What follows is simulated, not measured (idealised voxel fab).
Name of the process module below: voxel capacitor over wiring
Xsec cut, 260 nm wide, square cell size 5 nm.
When this document writes out a cross-section, it uses a grid of square cells and lists it as bands, beginning at the top and moving down, with a band standing for one or more rows of cells.
Per band: top height and bottom height in nm, followed by the left-to-right materials and their widths in nm; "full width" marks a single material spanning edge to edge, "blank" marks empty space.
Convention: height 0 is the level below which the wafer, as received, is all one material. The lowest band does not terminate at the bottom but continues downward, represented as "from 0 down".
Width "30..40": first value at the band's top row of cells, second value at its bottom row, equal change from row to row.
Reading "nothing was modified" for a step: not a cell of the cross-section changed in it.
If an empty space has no open way to the top and is at least 8 cells in size, "Cavities, closed" lists it, written width x height at distance, where distance is measured from the left edge and every value is in nm.
Read whatever lies past the settings on a step's line as the simulator's own remark about the step.
overlay nm: mask right of planned place by this much (step with mask). Neg. = left.
What follows is a series of pairs. Each pair shows a cross-section before one process step and the cross-section after it, and the after view is drawn only down to the lowest band that changed. Beneath each pair is the step that lies between the two, with its settings. Pairs may come from different runs of this module on the same starting wafer, so a pair continues from the one above it only where its entry headed "Incoming profile" says so.

Incoming profile:
- from 95 to 80: blank 75 nm, resist 85 nm, blank 100 nm
- from 80 to 70: blank 75 nm, resist 20..5 nm, TiN 60..75 nm, resist 5 nm, blank 100 nm
- from 70 to 65: blank 75 nm, resist 5 nm, TiN 15 nm, Al2O3 60 nm, resist 5 nm, blank 100 nm
- from 65 to 60: TiN 80 nm, Al2O3 15 nm, TiN 165 nm
- from 60 to 55: SiCN 80 nm, TiN 15 nm, SiCN 165 nm
- from 55 to 50: SiCN 60 nm, SiO2 40 nm, SiCN 60 nm, SiO2 40 nm, SiCN 60 nm
- from 50 to 40: SiO2 full width
- from 40 to 35: SiO2 60 nm, Ru 40 nm, SiO2 60 nm, Ru 40 nm, SiO2 60 nm
- from 35 to 20: SiO2 65 nm, TiN 5 nm, Cu 20 nm, TiN 5 nm, SiO2 70 nm, TiN 5 nm, Cu 20 nm, TiN 5 nm, SiO2 65 nm
- from 20 to 15: SiCN 65 nm, TiN 30 nm, SiCN 70 nm, TiN 30 nm, SiCN 65 nm
- from 15 to 0: SiO2 full width
- from 0 down: Si full width
- Cavities, closed: none

Cut View, Post-Step:
- from 95 to 80: blank 75 nm, resist 85 nm, blank 100 nm
- from 80 to 70: blank 75 nm, resist 20..5 nm, TiN 60..75 nm, resist 5 nm, blank 100 nm
- from 70 to 65: blank 75 nm, resist 5 nm, TiN 15 nm, Al2O3 60 nm, resist 5 nm, blank 100 nm
- from 65 to 60: blank 75 nm, TiN 5 nm, Al2O3 15 nm, TiN 65 nm, blank 100 nm
- Heights below 60 show no change.
- Cavities, closed: none
Between before and after as drawn above: DIRECTIONAL_ETCH,etch materials TiN,depth nm 5

Incoming profile: It is represented by the cross-section appearing after the step of the pair directly above.

Cut View, Post-Step:
- from 80 to 70: blank 95..80 nm, TiN 60..75 nm, blank 105 nm
- from 70 to 65: blank 80 nm, TiN 15 nm, Al2O3 60 nm, blank 105 nm
- Heights below 65 show no change.
- Cavities, closed: none
Between before and after as drawn above: STRIP,etch materials resist

Incoming profile: It is represented by the cross-section appearing after the step of the pair directly above.

Cut View, Post-Step:
- from 100 to 80: SiO2 full width
- from 80 to 70: SiO2 95..80 nm, TiN 60..75 nm, SiO2 105 nm
- from 70 to 65: SiO2 80 nm, TiN 15 nm, Al2O3 60 nm, SiO2 105 nm
- from 65 to 60: SiO2 75 nm, TiN 5 nm, Al2O3 15 nm, TiN 65 nm, SiO2 100 nm
- Heights below 60 show no change.
- Cavities, closed: none
Between before and after as drawn above: FILL_DEP,material SiO2,thk nm 20

Incoming profile: It is represented by the cross-section appearing after the step of the pair directly above.

Cut View, Post-Step:
- from 95 to 80: SiO2 full width
- Heights below 80 show no change.
- Cavities, closed: none
Between before and after as drawn above: CMP,height nm 95

Incoming profile: It is represented by the cross-section appearing after the step of the pair directly above.

Cut View, Post-Step:
- from 110 to 95: resist 90 nm, blank 15 nm, resist 155 nm
- Heights below 95 show no change.
- Cavities, closed: none
Between before and after as drawn above: PATTERN,tone open,mask id PLUG_2,material resist,width nm 15,thk nm 15,overlay nm 0

Incoming profile: It is represented by the cross-section appearing after the step of the pair directly above.

Cut View, Post-Step:
- from 110 to 95: resist 90 nm, blank 15 nm, resist 155 nm
- from 95 to 80: SiO2 90 nm, blank 15 nm, SiO2 155 nm
- Heights below 80 show no change.
- Cavities, closed: none
Between before and after as drawn above: DIRECTIONAL_ETCH,etch materials SiO2,depth nm 15

Incoming profile: It is represented by the cross-section appearing after the step of the pair directly above.

Cut View, Post-Step:
- from 95 to 80: SiO2 90 nm, blank 15 nm, SiO2 155 nm
- Heights below 80 show no change.
- Cavities, closed: none
Between before and after as drawn above: STRIP,etch materials resist

Incoming profile: It is represented by the cross-section appearing after the step of the pair directly above.

Cut View, Post-Step:
- from 100 to 95: TiN 95 nm, blank 5 nm, TiN 160 nm
- from 95 to 85: SiO2 90 nm, TiN 5 nm, blank 5 nm, TiN 5 nm, SiO2 155 nm
- from 85 to 75: SiO2 90..95 nm, TiN 15..60 nm, SiO2 155..105 nm
- Heights below 75 show no change.
- Cavities, closed: none
Between before and after as drawn above: CONFORMAL_DEP,material TiN,thk nm 5

Incoming profile: It is represented by the cross-section appearing after the step of the pair directly above.

Cut View, Post-Step:
- from 110 to 100: Ru full width
- from 100 to 95: TiN 95 nm, Ru 5 nm, TiN 160 nm
- from 95 to 85: SiO2 90 nm, TiN 5 nm, Ru 5 nm, TiN 5 nm, SiO2 155 nm
- Heights below 85 show no change.
- Cavities, closed: none
Between before and after as drawn above: FILL_DEP,material Ru,thk nm 10

Incoming profile: It is represented by the cross-section appearing after the step of the pair directly above.

Cut View, Post-Step:
- from 95 to 85: SiO2 90 nm, TiN 5 nm, Ru 5 nm, TiN 5 nm, SiO2 155 nm
- Heights below 85 show no change.
- Cavities, closed: none
Between before and after as drawn above: CMP,height nm 95

Incoming profile: It is represented by the cross-section appearing after the step of the pair directly above.

Cut View, Post-Step:
- from 100 to 95: SiN full width
- Heights below 95 show no change.
- Cavities, closed: none
Between before and after as drawn above: CONFORMAL_DEP,material SiN,thk nm 5

Incoming profile:
- from 40 to 35: blank 60 nm, Ru 40 nm, blank 60 nm, Ru 40 nm, blank 60 nm
- from 35 to 20: SiO2 65 nm, TiN 5 nm, Cu 20 nm, TiN 5 nm, SiO2 70 nm, TiN 5 nm, Cu 20 nm, TiN 5 nm, SiO2 65 nm
- from 20 to 15: SiCN 65 nm, TiN 30 nm, SiCN 70 nm, TiN 30 nm, SiCN 65 nm
- from 15 to 0: SiO2 full width
- from 0 down: Si full width
- Cavities, closed: none

Cut View, Post-Step:
- from 55 to 40: SiCN full width
- from 40 to 35: SiCN 60 nm, Ru 40 nm, SiCN 60 nm, Ru 40 nm, SiCN 60 nm
- Heights below 35 show no change.
- Cavities, closed: none
Between before and after as drawn above: FILL_DEP,material SiCN,thk nm 15

Incoming profile: It is represented by the cross-section appearing after the step of the pair directly above.

Cut View, Post-Step:
- from 70 to 55: SiO2 full width
- Heights below 55 show no change.
- Cavities, closed: none
Between before and after as drawn above: DIRECTIONAL_DEP,material SiO2,thk nm 15

Incoming profile: It is represented by the cross-section appearing after the step of the pair directly above.

Cut View, Post-Step:
- from 70 to 55: SiO2 80 nm, blank 15 nm, SiO2 165 nm
- Heights below 55 show no change.
- Cavities, closed: none
Between before and after as drawn above: MASKED_ETCH,tone open,mask id PLUG_1,width nm 15,etch materials SiO2,depth nm 15,overlay nm 0

Incoming profile: It is represented by the cross-section appearing after the step of the pair directly above.

Cut View, Post-Step:
- from 70 to 55: SiO2 80 nm, blank 15 nm, SiO2 165 nm
- from 55 to 50: SiCN 80 nm, blank 15 nm, SiCN 165 nm
- Heights below 50 show no change.
- Cavities, closed: none
Between before and after as drawn above: MASKED_ETCH,tone open,mask id PLUG_1,width nm 15,etch materials SiCN,depth nm 5,overlay nm 0

Incoming profile: It is represented by the cross-section appearing after the step of the pair directly above.

Cut View, Post-Step:
- from 75 to 70: TiN 80 nm, blank 15 nm, TiN 165 nm
- from 70 to 55: SiO2 80 nm, blank 15 nm, SiO2 165 nm
- from 55 to 50: SiCN 80 nm, TiN 15 nm, SiCN 165 nm
- Heights below 50 show no change.
- Cavities, closed: none
Between before and after as drawn above: DIRECTIONAL_DEP,material TiN,thk nm 5

Incoming profile: It is represented by the cross-section appearing after the step of the pair directly above.

Cut View, Post-Step:
- from 80 to 75: Al2O3 80 nm, blank 15 nm, Al2O3 165 nm
- from 75 to 70: TiN 80 nm, blank 15 nm, TiN 165 nm
- from 70 to 60: SiO2 80 nm, blank 15 nm, SiO2 165 nm
- from 60 to 55: SiO2 80 nm, Al2O3 15 nm, SiO2 165 nm
- Heights below 55 show no change.
- Cavities, closed: none
Between before and after as drawn above: DIRECTIONAL_DEP,material Al2O3,thk nm 5

Incoming profile: It is represented by the cross-section appearing after the step of the pair directly above.

Cut View, Post-Step:
- from 90 to 80: TiN 80 nm, blank 15 nm, TiN 165 nm
- from 80 to 75: Al2O3 80 nm, blank 15 nm, Al2O3 165 nm
- from 75 to 70: TiN 80 nm, blank 15 nm, TiN 165 nm
- from 70 to 60: SiO2 80 nm, TiN 15 nm, SiO2 165 nm
- Heights below 60 show no change.
- Cavities, closed: none
Between before and after as drawn above: DIRECTIONAL_DEP,material TiN,thk nm 10

Incoming profile: It is represented by the cross-section appearing after the step of the pair directly above.

Cut View, Post-Step:
- from 90 to 80: blank 95 nm, TiN 60 nm, blank 105 nm
- Heights below 80 show no change.
- Cavities, closed: none
Between before and after as drawn above: MASKED_ETCH,tone cover,mask id UPPER_PLATE,width nm 75,etch materials TiN,depth nm 10,overlay nm 0

Incoming profile: It is represented by the cross-section appearing after the step of the pair directly above.

Cut View, Post-Step:
- from 90 to 80: blank 95 nm, TiN 60 nm, blank 105 nm
- from 80 to 75: blank 95 nm, Al2O3 60 nm, blank 105 nm
- Heights below 75 show no change.
- Cavities, closed: none
Between before and after as drawn above: MASKED_ETCH,tone cover,mask id UPPER_PLATE,width nm 75,etch materials Al2O3,depth nm 5,overlay nm 0

Incoming profile: It is represented by the cross-section appearing after the step of the pair directly above.

Cut View, Post-Step:
- from 105 to 90: blank 75 nm, resist 85 nm, blank 100 nm
- from 90 to 80: blank 75 nm, resist 20 nm, TiN 60 nm, resist 5 nm, blank 100 nm
- from 80 to 75: blank 75 nm, resist 20 nm, Al2O3 60 nm, resist 5 nm, blank 100 nm
- from 75 to 70: TiN 80 nm, resist 15 nm, TiN 165 nm
- Heights below 70 show no change.
- Cavities, closed: none
Between before and after as drawn above: PATTERN,tone cover,mask id LOWER_PLATE,material resist,width nm 85,thk nm 15,overlay nm 0

Incoming profile: It is represented by the cross-section appearing after the step of the pair directly above.

Cut View, Post-Step:
- from 105 to 90: blank 75 nm, resist 85 nm, blank 100 nm
- from 90 to 80: blank 75 nm, resist 20 nm, TiN 60 nm, resist 5 nm, blank 100 nm
- from 80 to 75: blank 75 nm, resist 20 nm, Al2O3 60 nm, resist 5 nm, blank 100 nm
- from 75 to 70: blank 75 nm, TiN 5 nm, resist 15 nm, TiN 65 nm, blank 100 nm
- Heights below 70 show no change.
- Cavities, closed: none
Between before and after as drawn above: DIRECTIONAL_ETCH,etch materials TiN,depth nm 5

Incoming profile: It is represented by the cross-section appearing after the step of the pair directly above.

Cut View, Post-Step:
- from 90 to 80: blank 95 nm, TiN 60 nm, blank 105 nm
- from 80 to 75: blank 95 nm, Al2O3 60 nm, blank 105 nm
- from 75 to 70: blank 75 nm, TiN 5 nm, blank 15 nm, TiN 65 nm, blank 100 nm
- Heights below 70 show no change.
- Cavities, closed: none
Between before and after as drawn above: STRIP,etch materials resist

Incoming profile: It is represented by the cross-section appearing after the step of the pair directly above.

Cut View, Post-Step:
- from 110 to 90: SiO2 full width
- from 90 to 80: SiO2 95 nm, TiN 60 nm, SiO2 105 nm
- from 80 to 75: SiO2 95 nm, Al2O3 60 nm, SiO2 105 nm
- from 75 to 70: SiO2 75 nm, TiN 5 nm, SiO2 15 nm, TiN 65 nm, SiO2 100 nm
- Heights below 70 show no change.
- Cavities, closed: none
Between before and after as drawn above: FILL_DEP,material SiO2,thk nm 20

Incoming profile: It is represented by the cross-section appearing after the step of the pair directly above.

Cut View, Post-Step:
- from 95 to 90: SiO2 full width
- Heights below 90 show no change.
- Cavities, closed: none
Between before and after as drawn above: CMP,height nm 95

Incoming profile: It is represented by the cross-section appearing after the step of the pair directly above.

Cut View, Post-Step:
- from 110 to 95: resist 90 nm, blank 15 nm, resist 155 nm
- Heights below 95 show no change.
- Cavities, closed: none
Between before and after as drawn above: PATTERN,tone open,mask id PLUG_2,material resist,width nm 15,thk nm 15,overlay nm 0

Incoming profile: It is represented by the cross-section appearing after the step of the pair directly above.

Cut View, Post-Step:
- from 110 to 95: resist 90 nm, blank 15 nm, resist 155 nm
- from 95 to 90: SiO2 90 nm, blank 15 nm, SiO2 155 nm
- from 90 to 80: SiO2 90 nm, blank 5 nm, TiN 60 nm, SiO2 105 nm
- Heights below 80 show no change.
- Cavities, closed: none
Between before and after as drawn above: DIRECTIONAL_ETCH,etch materials SiO2,depth nm 15

Incoming profile: It is represented by the cross-section appearing after the step of the pair directly above.

Cut View, Post-Step:
- from 95 to 90: SiO2 90 nm, blank 15 nm, SiO2 155 nm
- Heights below 90 show no change.
- Cavities, closed: none
Between before and after as drawn above: STRIP,etch materials resist

Incoming profile: It is represented by the cross-section appearing after the step of the pair directly above.

Cut View, Post-Step:
- from 100 to 95: TiN 95 nm, blank 5 nm, TiN 160 nm
- from 95 to 90: SiO2 90 nm, TiN 15 nm, SiO2 155 nm
- from 90 to 80: SiO2 90 nm, TiN 65 nm, SiO2 105 nm
- Heights below 80 show no change.
- Cavities, closed: none
Between before and after as drawn above: CONFORMAL_DEP,material TiN,thk nm 5

Incoming profile: It is represented by the cross-section appearing after the step of the pair directly above.

Cut View, Post-Step:
- from 110 to 100: Ru full width
- from 100 to 95: TiN 95 nm, Ru 5 nm, TiN 160 nm
- Heights below 95 show no change.
- Cavities, closed: none
Between before and after as drawn above: FILL_DEP,material Ru,thk nm 10

Incoming profile: It is represented by the cross-section appearing after the step of the pair directly above.

Cut View, Post-Step:
- from 95 to 90: SiO2 90 nm, TiN 15 nm, SiO2 155 nm
- Heights below 90 show no change.
- Cavities, closed: none
Between before and after as drawn above: CMP,height nm 95

Incoming profile: It is represented by the cross-section appearing after the step of the pair directly above.

Cut View, Post-Step:
- from 100 to 95: SiN full width
- Heights below 95 show no change.
- Cavities, closed: none
Between before and after as drawn above: CONFORMAL_DEP,material SiN,thk nm 5

Incoming profile:
- from 35 to 20: SiO2 full width
- from 20 to 15: SiCN full width
- from 15 to 0: SiO2 full width
- from 0 down: Si full width
- Cavities, closed: none

Cut View, Post-Step:
- from 35 to 20: SiO2 60 nm, blank 40 nm, SiO2 60 nm, blank 40 nm, SiO2 60 nm
- Heights below 20 show no change.
- Cavities, closed: none
Between before and after as drawn above: MASKED_ETCH,tone open,mask id METAL_1,width nm 40,pitch nm 100,etch materials SiO2,depth nm 15,overlay nm 0

Incoming profile: It is represented by the cross-section appearing after the step of the pair directly above.

Cut View, Post-Step:
- from 35 to 20: SiO2 60 nm, blank 40 nm, SiO2 60 nm, blank 40 nm, SiO2 60 nm
- from 20 to 15: SiCN 65 nm, blank 30 nm, SiCN 70 nm, blank 30 nm, SiCN 65 nm
- Heights below 15 show no change.
- Cavities, closed: none
Between before and after as drawn above: MASKED_ETCH,tone open,mask id METAL_1,width nm 30,pitch nm 100,etch materials SiCN,depth nm 5,overlay nm 0

Incoming profile: It is represented by the cross-section appearing after the step of the pair directly above.

Cut View, Post-Step:
- from 40 to 35: TiN 65 nm, blank 30 nm, TiN 70 nm, blank 30 nm, TiN 65 nm
- from 35 to 25: SiO2 60 nm, TiN 5 nm, blank 30 nm, TiN 5 nm, SiO2 60 nm, TiN 5 nm, blank 30 nm, TiN 5 nm, SiO2 60 nm
- from 25 to 20: SiO2 60 nm, TiN 10 nm, blank 20 nm, TiN 10 nm, SiO2 60 nm, TiN 10 nm, blank 20 nm, TiN 10 nm, SiO2 60 nm
- from 20 to 15: SiCN 65 nm, TiN 30 nm, SiCN 70 nm, TiN 30 nm, SiCN 65 nm
- Heights below 15 show no change.
- Cavities, closed: none
Between before and after as drawn above: CONFORMAL_DEP,material TiN,thk nm 5

Incoming profile: It is represented by the cross-section appearing after the step of the pair directly above.

Cut View, Post-Step:
- from 45 to 40: Cu full width
- from 40 to 35: TiN 65 nm, Cu 30 nm, TiN 70 nm, Cu 30 nm, TiN 65 nm
- from 35 to 25: SiO2 60 nm, TiN 5 nm, Cu 30 nm, TiN 5 nm, SiO2 60 nm, TiN 5 nm, Cu 30 nm, TiN 5 nm, SiO2 60 nm
- from 25 to 20: SiO2 60 nm, TiN 10 nm, Cu 20 nm, TiN 10 nm, SiO2 60 nm, TiN 10 nm, Cu 20 nm, TiN 10 nm, SiO2 60 nm
- Heights below 20 show no change.
- Cavities, closed: none
Between before and after as drawn above: FILL_DEP,material Cu,thk nm 5

Incoming profile: It is represented by the cross-section appearing after the step of the pair directly above.

Cut View, Post-Step:
- from 35 to 25: SiO2 60 nm, TiN 5 nm, Cu 30 nm, TiN 5 nm, SiO2 60 nm, TiN 5 nm, Cu 30 nm, TiN 5 nm, SiO2 60 nm
- Heights below 25 show no change.
- Cavities, closed: none
Between before and after as drawn above: CMP,height nm 35

Incoming profile: It is represented by the cross-section appearing after the step of the pair directly above.

Cut View, Post-Step:
- from 40 to 35: blank 55 nm, Ru 50 nm, blank 50 nm, Ru 50 nm, blank 55 nm
- Heights below 35 show no change.
- Cavities, closed: none
Between before and after as drawn above: EPI,material Ru,thk nm 5

Incoming profile: It is represented by the cross-section appearing after the step of the pair directly above.

Cut View, Post-Step:
- from 45 to 40: SiCN full width
- from 40 to 35: SiCN 55 nm, Ru 50 nm, SiCN 50 nm, Ru 50 nm, SiCN 55 nm
- Heights below 35 show no change.
- Cavities, closed: none
Between before and after as drawn above: FILL_DEP,material SiCN,thk nm 5

Incoming profile: It is represented by the cross-section appearing after the step of the pair directly above.

Cut View, Post-Step:
- from 60 to 45: SiO2 full width
- Heights below 45 show no change.
- Cavities, closed: none
Between before and after as drawn above: DIRECTIONAL_DEP,material SiO2,thk nm 15

Incoming profile: It is represented by the cross-section appearing after the step of the pair directly above.

Cut View, Post-Step:
- from 60 to 45: SiO2 80 nm, blank 15 nm, SiO2 165 nm
- Heights below 45 show no change.
- Cavities, closed: none
Between before and after as drawn above: MASKED_ETCH,tone open,mask id PLUG_1,width nm 15,etch materials SiO2,depth nm 15,overlay nm 0

Incoming profile: It is represented by the cross-section appearing after the step of the pair directly above.

Cut View, Post-Step:
- from 60 to 45: SiO2 80 nm, blank 15 nm, SiO2 165 nm
- from 45 to 40: SiCN 80 nm, blank 15 nm, SiCN 165 nm
- Heights below 40 show no change.
- Cavities, closed: none
Between before and after as drawn above: MASKED_ETCH,tone open,mask id PLUG_1,width nm 15,etch materials SiCN,depth nm 5,overlay nm 0

Incoming profile: It is represented by the cross-section appearing after the step of the pair directly above.

Cut View, Post-Step:
- from 60 to 50: SiO2 80 nm, blank 15 nm, SiO2 165 nm
- from 50 to 45: SiO2 80 nm, Ru 15 nm, SiO2 165 nm
- from 45 to 40: SiCN 80 nm, Ru 15 nm, SiCN 165 nm
- Heights below 40 show no change.
- Cavities, closed: none
Between before and after as drawn above: EPI,material Ru,thk nm 10

Incoming profile: It is represented by the cross-section appearing after the step of the pair directly above.

Cut View, Post-Step:
- from 60 to 45: SiO2 80 nm, Ru 15 nm, SiO2 165 nm
- Heights below 45 show no change.
- Cavities, closed: none
Between before and after as drawn above: EPI,material Ru,thk nm 10

Incoming profile: It is represented by the cross-section appearing after the step of the pair directly above.

Cut View, Post-Step:
- from 65 to 60: TiN full width
- Heights below 60 show no change.
- Cavities, closed: none
Between before and after as drawn above: DIRECTIONAL_DEP,material TiN,thk nm 5

Incoming profile: It is represented by the cross-section appearing after the step of the pair directly above.

Cut View, Post-Step:
- from 70 to 65: Al2O3 full width
- Heights below 65 show no change.
- Cavities, closed: none
Between before and after as drawn above: DIRECTIONAL_DEP,material Al2O3,thk nm 5

Incoming profile: It is represented by the cross-section appearing after the step of the pair directly above.

Cut View, Post-Step:
- from 80 to 70: TiN full width
- Heights below 70 show no change.
- Cavities, closed: none
Between before and after as drawn above: DIRECTIONAL_DEP,material TiN,thk nm 10

Incoming profile: It is represented by the cross-section appearing after the step of the pair directly above.

Cut View, Post-Step:
- from 80 to 70: blank 80 nm, TiN 75 nm, blank 105 nm
- Heights below 70 show no change.
- Cavities, closed: none
Between before and after as drawn above: MASKED_ETCH,tone cover,mask id UPPER_PLATE,width nm 75,etch materials TiN,depth nm 10,overlay nm 0

Incoming profile: It is represented by the cross-section appearing after the step of the pair directly above.

Cut View, Post-Step:
- from 80 to 70: blank 80 nm, TiN 75 nm, blank 105 nm
- from 70 to 65: blank 80 nm, Al2O3 75 nm, blank 105 nm
- Heights below 65 show no change.
- Cavities, closed: none
Between before and after as drawn above: MASKED_ETCH,tone cover,mask id UPPER_PLATE,width nm 75,etch materials Al2O3,depth nm 5,overlay nm 0

Incoming profile: It is represented by the cross-section appearing after the step of the pair directly above.

Cut View, Post-Step:
- from 95 to 80: blank 75 nm, resist 85 nm, blank 100 nm
- from 80 to 70: blank 75 nm, resist 5 nm, TiN 75 nm, resist 5 nm, blank 100 nm
- from 70 to 65: blank 75 nm, resist 5 nm, Al2O3 75 nm, resist 5 nm, blank 100 nm
- Heights below 65 show no change.
- Cavities, closed: none
Between before and after as drawn above: PATTERN,tone cover,mask id LOWER_PLATE,material resist,width nm 85,thk nm 15,overlay nm 0

Incoming profile: It is represented by the cross-section appearing after the step of the pair directly above.

Cut View, Post-Step:
- from 95 to 80: blank 75 nm, resist 85 nm, blank 100 nm
- from 80 to 70: blank 75 nm, resist 5 nm, TiN 75 nm, resist 5 nm, blank 100 nm
- from 70 to 65: blank 75 nm, resist 5 nm, Al2O3 75 nm, resist 5 nm, blank 100 nm
- from 65 to 60: blank 75 nm, TiN 85 nm, blank 100 nm
- Heights below 60 show no change.
- Cavities, closed: none
Between before and after as drawn above: DIRECTIONAL_ETCH,etch materials TiN,depth nm 5

Incoming profile: It is represented by the cross-section appearing after the step of the pair directly above.

Cut View, Post-Step:
- from 80 to 70: blank 80 nm, TiN 75 nm, blank 105 nm
- from 70 to 65: blank 80 nm, Al2O3 75 nm, blank 105 nm
- Heights below 65 show no change.
- Cavities, closed: none
Between before and after as drawn above: STRIP,etch materials resist

Incoming profile: It is represented by the cross-section appearing after the step of the pair directly above.

Cut View, Post-Step:
- from 100 to 80: SiO2 full width
- from 80 to 70: SiO2 80 nm, TiN 75 nm, SiO2 105 nm
- from 70 to 65: SiO2 80 nm, Al2O3 75 nm, SiO2 105 nm
- from 65 to 60: SiO2 75 nm, TiN 85 nm, SiO2 100 nm
- Heights below 60 show no change.
- Cavities, closed: none
Between before and after as drawn above: FILL_DEP,material SiO2,thk nm 20

Incoming profile: It is represented by the cross-section appearing after the step of the pair directly above.

Cut View, Post-Step:
- from 95 to 80: SiO2 full width
- Heights below 80 show no change.
- Cavities, closed: none
Between before and after as drawn above: CMP,height nm 95

Incoming profile: It is represented by the cross-section appearing after the step of the pair directly above.

Cut View, Post-Step:
- from 110 to 95: resist 90 nm, blank 15 nm, resist 155 nm
- Heights below 95 show no change.
- Cavities, closed: none
Between before and after as drawn above: PATTERN,tone open,mask id PLUG_2,material resist,width nm 15,thk nm 15,overlay nm 0

Incoming profile: It is represented by the cross-section appearing after the step of the pair directly above.

Cut View, Post-Step:
- from 110 to 95: resist 90 nm, blank 15 nm, resist 155 nm
- from 95 to 80: SiO2 90 nm, blank 15 nm, SiO2 155 nm
- Heights below 80 show no change.
- Cavities, closed: none
Between before and after as drawn above: DIRECTIONAL_ETCH,etch materials SiO2,depth nm 15

Incoming profile: It is represented by the cross-section appearing after the step of the pair directly above.

Cut View, Post-Step:
- from 95 to 80: SiO2 90 nm, blank 15 nm, SiO2 155 nm
- Heights below 80 show no change.
- Cavities, closed: none
Between before and after as drawn above: STRIP,etch materials resist

Incoming profile: It is represented by the cross-section appearing after the step of the pair directly above.

Cut View, Post-Step:
- from 100 to 95: TiN 95 nm, blank 5 nm, TiN 160 nm
- from 95 to 85: SiO2 90 nm, TiN 5 nm, blank 5 nm, TiN 5 nm, SiO2 155 nm
- from 85 to 80: SiO2 90 nm, TiN 15 nm, SiO2 155 nm
- Heights below 80 show no change.
- Cavities, closed: none
Between before and after as drawn above: CONFORMAL_DEP,material TiN,thk nm 5

Incoming profile: It is represented by the cross-section appearing after the step of the pair directly above.

Cut View, Post-Step:
- from 110 to 100: Ru full width
- from 100 to 95: TiN 95 nm, Ru 5 nm, TiN 160 nm
- from 95 to 85: SiO2 90 nm, TiN 5 nm, Ru 5 nm, TiN 5 nm, SiO2 155 nm
- Heights below 85 show no change.
- Cavities, closed: none
Between before and after as drawn above: FILL_DEP,material Ru,thk nm 10

Incoming profile: It is represented by the cross-section appearing after the step of the pair directly above.

Cut View, Post-Step:
- from 95 to 85: SiO2 90 nm, TiN 5 nm, Ru 5 nm, TiN 5 nm, SiO2 155 nm
- Heights below 85 show no change.
- Cavities, closed: none
Between before and after as drawn above: CMP,height nm 95

Incoming profile: It is represented by the cross-section appearing after the step of the pair directly above.

Cut View, Post-Step:
- from 100 to 95: SiN full width
- Heights below 95 show no change.
- Cavities, closed: none
Between before and after as drawn above: CONFORMAL_DEP,material SiN,thk nm 5

Incoming profile:
- from 80 to 70: TiN full width
- from 70 to 65: Al2O3 full width
- from 65 to 60: TiN full width
- from 60 to 45: SiO2 80 nm, Ru 15 nm, SiO2 165 nm
- from 45 to 40: SiCN 80 nm, Ru 15 nm, SiCN 165 nm
- from 40 to 35: SiCN 60 nm, Ru 40 nm, SiCN 60 nm, Ru 40 nm, SiCN 60 nm
- from 35 to 20: SiO2 65 nm, TiN 5 nm, Cu 20 nm, TiN 5 nm, SiO2 70 nm, TiN 5 nm, Cu 20 nm, TiN 5 nm, SiO2 65 nm
- from 20 to 15: SiCN 65 nm, TiN 30 nm, SiCN 70 nm, TiN 30 nm, SiCN 65 nm
- from 15 to 0: SiO2 full width
- from 0 down: Si full width
- Cavities, closed: none

Cut View, Post-Step:
- from 80 to 70: blank 70 nm, TiN 75 nm, blank 115 nm
- Heights below 70 show no change.
- Cavities, closed: none
Between before and after as drawn above: MASKED_ETCH,tone cover,mask id UPPER_PLATE,width nm 75,etch materials TiN,depth nm 10,overlay nm -10

Incoming profile: It is represented by the cross-section appearing after the step of the pair directly above.

Cut View, Post-Step:
- from 80 to 70: blank 70 nm, TiN 75 nm, blank 115 nm
- from 70 to 65: blank 70 nm, Al2O3 85 nm, blank 105 nm
- Heights below 65 show no change.
- Cavities, closed: none
Between before and after as drawn above: MASKED_ETCH,tone cover,mask id UPPER_PLATE,width nm 75,etch materials Al2O3,depth nm 5,overlay nm 0

Incoming profile: It is represented by the cross-section appearing after the step of the pair directly above.

Cut View, Post-Step:
- from 95 to 80: blank 75 nm, resist 85 nm, blank 100 nm
- from 80 to 70: blank 70 nm, TiN 75 nm, resist 15 nm, blank 100 nm
- from 70 to 65: blank 70 nm, Al2O3 85 nm, resist 5 nm, blank 100 nm
- Heights below 65 show no change.
- Cavities, closed: none
Between before and after as drawn above: PATTERN,tone cover,mask id LOWER_PLATE,material resist,width nm 85,thk nm 15,overlay nm 0

Incoming profile: It is represented by the cross-section appearing after the step of the pair directly above.

Cut View, Post-Step:
- from 95 to 80: blank 75 nm, resist 85 nm, blank 100 nm
- from 80 to 70: blank 75..70 nm, TiN 70..75 nm, resist 15 nm, blank 100 nm
- from 70 to 65: blank 70 nm, Al2O3 85 nm, resist 5 nm, blank 100 nm
- from 65 to 60: blank 70 nm, TiN 90 nm, blank 100 nm
- Heights below 60 show no change.
- Cavities, closed: none
Between before and after as drawn above: DIRECTIONAL_ETCH,etch materials TiN,depth nm 5

Incoming profile: It is represented by the cross-section appearing after the step of the pair directly above.

Cut View, Post-Step:
- from 80 to 70: blank 75..70 nm, TiN 70..75 nm, blank 115 nm
- from 70 to 65: blank 70 nm, Al2O3 85 nm, blank 105 nm
- Heights below 65 show no change.
- Cavities, closed: none
Between before and after as drawn above: STRIP,etch materials resist

Incoming profile: It is represented by the cross-section appearing after the step of the pair directly above.

Cut View, Post-Step:
- from 100 to 80: SiO2 full width
- from 80 to 70: SiO2 75..70 nm, TiN 70..75 nm, SiO2 115 nm
- from 70 to 65: SiO2 70 nm, Al2O3 85 nm, SiO2 105 nm
- from 65 to 60: SiO2 70 nm, TiN 90 nm, SiO2 100 nm
- Heights below 60 show no change.
- Cavities, closed: none
Between before and after as drawn above: FILL_DEP,material SiO2,thk nm 20

Incoming profile: It is represented by the cross-section appearing after the step of the pair directly above.

Cut View, Post-Step:
- from 95 to 80: SiO2 full width
- Heights below 80 show no change.
- Cavities, closed: none
Between before and after as drawn above: CMP,height nm 95

Incoming profile: It is represented by the cross-section appearing after the step of the pair directly above.

Cut View, Post-Step:
- from 110 to 95: resist 90 nm, blank 15 nm, resist 155 nm
- Heights below 95 show no change.
- Cavities, closed: none
Between before and after as drawn above: PATTERN,tone open,mask id PLUG_2,material resist,width nm 15,thk nm 15,overlay nm 0

Incoming profile: It is represented by the cross-section appearing after the step of the pair directly above.

Cut View, Post-Step:
- from 110 to 95: resist 90 nm, blank 15 nm, resist 155 nm
- from 95 to 80: SiO2 90 nm, blank 15 nm, SiO2 155 nm
- Heights below 80 show no change.
- Cavities, closed: none
Between before and after as drawn above: DIRECTIONAL_ETCH,etch materials SiO2,depth nm 15

Incoming profile: It is represented by the cross-section appearing after the step of the pair directly above.

Cut View, Post-Step:
- from 95 to 80: SiO2 90 nm, blank 15 nm, SiO2 155 nm
- Heights below 80 show no change.
- Cavities, closed: none
Between before and after as drawn above: STRIP,etch materials resist
